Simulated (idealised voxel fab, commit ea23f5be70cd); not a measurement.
This is a process module. Its name is voxel fin reveal.
Displayed cross-section: cut, width of 190 nm, square cells sized 5 nm.
In what follows, cross-sections appear as grids of square cells, described through bands that run from the top down, where every band is one or more rows of cells.
A band entry consists of two parts. The first gives the height of the band's top and the height of its bottom, in nm. The rest lists the band's materials from left to right, each with its width in nm. A single material labelled with the word "everywhere" fills the band from edge to edge, and the word "empty" marks empty space.
For the purposes of this specification, 0 denotes the height below which the wafer in its as-received condition is composed wholly of one material, and the lowermost band, lacking a lower limit, extends downward without end, as expressed in "0 nm and below".
The width entry "30->40" should be interpreted row by row: the top row of cells in the band takes the first number, the bottom row takes the second number, and the change between adjacent rows is uniform throughout.
Any step labelled "no change" changed none of the cells in the cross-section.
So "Voids, fully enclosed" is basically the list of trapped voids: any empty space of 8 cells or more that can't reach the top through an opening. They're written width x height at distance, the distance being from the left edge, and it's all nm.
Where a step's line continues beyond its settings, the continuation is a remark by the simulator itself on that step.
If you see "overlay nm" on a step's line and that step has a mask, it's telling you how far right of where it was planned the mask ended up; a negative number means it went left instead.
Listed below are the process steps as planned
1. RECEIVE: material Si
2. CONFORMAL_DEP: material SiN, thk nm 5
3. MASKED_ETCH: tone cover, mask id FINS, width nm 15, pitch nm 40, etch materials SiN, depth nm 5, overlay nm 0
4. MASKED_ETCH: tone cover, mask id FINS, width nm 15, pitch nm 40, etch materials Si, depth nm 35, overlay nm -10
5. OXIDIZE: depth nm 5
6. FILL_DEP: material SiO2, thk nm 15
7. CMP: height nm 5
8. SELECTIVE_ETCH: etch materials SiO2, depth nm 15
9. STRIP: etch materials SiN
The plan's step 4 overlay nm is the first wafer's value; the wafers differ in this setting and start identical.
Step 1 complete: as-received cross-section of the first of several wafers
> 0 nm and below | Si everywhere
> Voids, fully enclosed: none
Depicted here is the first of several wafers in cross-section, at module completion following the last step, step 9
> 0 nm to -10 nm | 30->20 empty / 5->15 Si / 35->25 empty / 5->15 Si / 35->25 empty / 5->15 Si / 35->25 empty / 5->15 Si / 35 empty
> -10 nm to -40 nm | 20 SiO2 / 15 Si / 25 SiO2 / 15 Si / 25 SiO2 / 15 Si / 25 SiO2 / 15 Si / 35 SiO2
> -40 nm and below | Si everywhere
> Voids, fully enclosed: none
Last wafer x-sec, end of module
> 0 nm to -10 nm | 30 empty / 5->20 Si / 35->20 empty / 5->20 Si / 35->20 empty / 5->20 Si / 35->20 empty / 5->20 Si / 35->20 empty
> -10 nm to -40 nm | 30 SiO2 / 20 Si / 20 SiO2 / 20 Si / 20 SiO2 / 20 Si / 20 SiO2 / 20 Si / 20 SiO2
> -40 nm and below | Si everywhere
> Voids, fully enclosed: none
Gained (+) or lost (-) cells of each material since receipt, then closed voids: one row per wafer, at the end of the module
overlay nm -10, -216 Si, +156 SiO2, Voids, fully enclosed: none
overlay nm -5, -244 Si, +180 SiO2, Voids, fully enclosed: none
overlay nm 0, -272 Si, +204 SiO2, Voids, fully enclosed: none
overlay nm 5, -244 Si, +180 SiO2, Voids, fully enclosed: none
overlay nm 10, -216 Si, +156 SiO2, Voids, fully enclosed: none
overlay nm 15, -188 Si, +132 SiO2, Voids, fully enclosed: none
